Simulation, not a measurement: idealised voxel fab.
Process module in this document: voxel trench capacitor
FYI the section here is cut, 245 nm wide, cells are 5 nm squares.
Throughout this document, each cross-section is represented as a grid of square cells and is presented as a sequence of bands enumerated from the top downward, where a band comprises one or more rows of cells. First you get the band's top height and its bottom height, in nm, and then the materials it's made of, left to right, with each width in nm. If you see a single material with "all across", that one covers the band edge to edge. "air" is empty space. Heads up on the height convention: 0 is the point under which the incoming wafer is all one material, and the lowest band has no bottom, it just keeps going down, like "0 -> down". Width: "30..40" (first number = top row, second number = bottom row, same change from row to row of cells). Key: "stayed the same" - step with no changed cell in the cross-section. "Non-vented voids" specifies each empty space that is not open to the top and that occupies no fewer than 8 cells, using the form width x height at distance, the distance measured from the left edge and all three quantities in nm. Heads up: the bit after the settings on a step's line is the simulator's remark on that step. overlay nm: where the mask lay relative to plan, measured to the right, on steps with a mask; negatives go left.

PROCESS STEPS FORESEEN IN THE PLAN
- 1: RECEIVE: material Si
- 2: CONFORMAL_DEP: material SiN, thk nm 10
- 3: MASKED_ETCH: tone open, mask id TRENCH, width nm 20, pitch nm 40, etch materials SiN, depth nm 10, overlay nm 0
- 4: MASKED_ETCH: tone open, mask id TRENCH, width nm 20, pitch nm 40, etch materials Si, depth nm 30, overlay nm 0
- 5: CONFORMAL_DEP: material SiO2, thk nm 5
- 6: FILL_DEP: material polySi, thk nm 10
- 7: CMP: height nm 10

CROSS-SECTION OF THE WAFER AT RECEIPT, WHICH IS THE CONDITION AFTER STEP 1
  0 -> down  Si all across
  Non-vented voids: none

SAME STARTING WAFER, SAME PLAN AS ABOVE, ONE MISTAKE IN THE EXECUTION; THIS IS THE CROSS-SECTION AT THE END OF THE MODULE
  10 -> 0  SiN (90)  SiO2 (5)  SiN (10)  SiO2 (5)  SiN (20)  SiO2 (5)  SiN (10)  SiO2 (5)  SiN (95)
  0 -> -25  Si (90)  SiO2 (5)  SiN (10)  SiO2 (5)  Si (20)  SiO2 (5)  SiN (10)  SiO2 (5)  Si (95)
  -25 -> -30  Si (90)  SiO2 (20)  Si (20)  SiO2 (20)  Si (95)
  -30 -> down  Si all across
  Non-vented voids: none
Diagnosis: off-plan run, step 6, actual operation and settings FILL_DEP: material SiN, thk nm 10
